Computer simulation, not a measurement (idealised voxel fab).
The following process module bears the name voxel self aligned contacts.
The cross-section shown here is cut; it is 145 nm wide and divided into square cells measuring 5 nm on a side.
In what follows, cross-sections appear as grids of square cells, described through bands that run from the top down, where every band is one or more rows of cells.
What a band's entry tells you: where the top is and where the bottom is, as heights in nm, and after that what lies inside, material by material from left to right, each with its width in nm. Empty space is written as the word "blank", and a single material marked with the word "everywhere" occupies the band from edge to edge.
The level at which height equals 0 is the one under which the wafer, as it arrives, is entirely one material. No lower edge exists for the bottom band, which continues downward and is notated as in "0 and below".
Note: "30 to 40" means the width goes from the first number (top row of the band) to the second number (bottom row) in equal steps per row of cells.
The cross-section has no changed cell in any step marked "no change occurred".
Heads up: "Closed void roster" only lists the empty pockets with no open path to the top that are 8 cells or more, and it writes them as width x height at distance, distance from the left edge, in nm.
Past the settings on a step's line: simulator remark, on that step.
Each step line may optionally specify "overlay nm", which for a step with a mask gives the rightward distance between the mask's planned place and where it lay, a negative value indicating the leftward direction.
### So here's the lineup of process steps we planned
1 RECEIVE,material Si
2 CONFORMAL_DEP,material SiO2,thk nm 5
3 DIRECTIONAL_DEP,material polySi,thk nm 30
4 DIRECTIONAL_DEP,material SiN,thk nm 20
5 MASKED_ETCH,tone cover,mask id GATE,width nm 25,pitch nm 60,etch materials SiN,depth nm 20,overlay nm 0
6 MASKED_ETCH,tone cover,mask id GATE,width nm 25,pitch nm 60,etch materials polySi,depth nm 30,overlay nm 0
7 CONFORMAL_DEP,material SiN,thk nm 5
8 DIRECTIONAL_ETCH,etch materials SiN,depth nm 5
9 FILL_DEP,material SiO2,thk nm 20
10 CMP,height nm 65
11 DIRECTIONAL_DEP,material aC,thk nm 15
12 PATTERN,tone open,mask id CONTACT,material resist,width nm 45,thk nm 30,overlay nm 0
13 DIRECTIONAL_ETCH,etch materials aC,depth nm 15
14 STRIP,etch materials resist
15 DIRECTIONAL_ETCH,etch materials SiO2,depth nm 65
16 STRIP,etch materials aC
17 CONFORMAL_DEP,material TiN,thk nm 5
18 FILL_DEP,material Ru,thk nm 5
19 CMP,height nm 65
20 CONFORMAL_DEP,material SiN,thk nm 5
### Cross-section of the wafer at receipt, which is the condition after step 1
  0 and below: Si everywhere
  Closed void roster: none
### Same starting wafer, same plan as above, one mistake in the execution; this is the cross-section at the end of the module
  70 down to 65: SiN everywhere
  65 down to 60: SiO2 (25)  SiN (35)  TiN (5)  Ru (15)  TiN (5)  SiN (35)  SiO2 (25)
  60 down to 55: SiO2 (25)  SiN (35)  TiN (25)  SiN (35)  SiO2 (25)
  55 down to 35: SiN everywhere
  35 down to 5: polySi everywhere
  5 down to 0: SiO2 everywhere
  0 and below: Si everywhere
  Closed void roster: none
So what did we get wrong on this run? regarding the plan, step 4 was run twice
